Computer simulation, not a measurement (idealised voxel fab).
Documented hereafter: the process module known as voxel trench capacitor.
285 nm wide, 5 nm square cells: that's cross-section cut.
Heads up, the way a cross-section reads in here is a grid of square cells, handed over as bands from the top down, with every band being one or more rows of cells.
Within each band entry, the heights of the top and of the bottom of the band appear first, in that order and in nm; the materials of the band then follow from left to right, each with its corresponding width in nm. The designation "throughout" on a single material indicates that it fills the band from edge to edge; the designation "air" indicates empty space.
Height 0 is the level under which the wafer as received is all one material. The lowest band goes on downwards, as in "top 0, no bottom".
A width such as "30->40" changes by the same amount from each row of cells to the next, from the band's top row to its bottom row.
Key: "all unchanged" - step with no changed cell in the cross-section.
You'll see "Trapped voids" listing empty spaces that have no way open to the top, as long as they're 8 cells or more; the notation is width x height at distance, where the distance is from the left edge, and all of it is in nm.
after a step's settings: what the simulator itself notes on the step
Steps that use a mask can have "overlay nm" on their line. It says how far the mask sat to the right of where it was meant to be. Negative means to the left.
The process steps that were planned are listed below:
- 1: op RECEIVE | material Si
- 2: op CONFORMAL_DEP | material SiN | thk nm 10
- 3: op DIRECTIONAL_DEP | material aC | thk nm 10
- 4: op PATTERN | tone open | mask id TRENCH | material resist | width nm 25 | pitch nm 50 | thk nm 30 | overlay nm 0
- 5: op DIRECTIONAL_ETCH | etch materials aC | depth nm 10
- 6: op STRIP | etch materials resist
- 7: op DIRECTIONAL_ETCH | etch materials SiN | depth nm 10
- 8: op DIRECTIONAL_ETCH | etch materials Si | depth nm 30
- 9: op STRIP | etch materials aC
- 10: op CONFORMAL_DEP | material SiO2 | thk nm 5
- 11: op FILL_DEP | material polySi | thk nm 10
- 12: op CMP | height nm 10
As received, after step 1:
> top 0, no bottom: Si throughout
> Trapped voids: none
Look at the cross-section after the module: the wafer started out the way shown above and the plan was the one shown above, yet one mistake was made along the way:
> top 10, bottom 0: SiO2 throughout
> top 0, no bottom: Si throughout
> Trapped voids: none
Deviation noted in wafer processing: note that step 2 departed from the planned setting and was carried out as op CONFORMAL_DEP | material SiO2 | thk nm 10
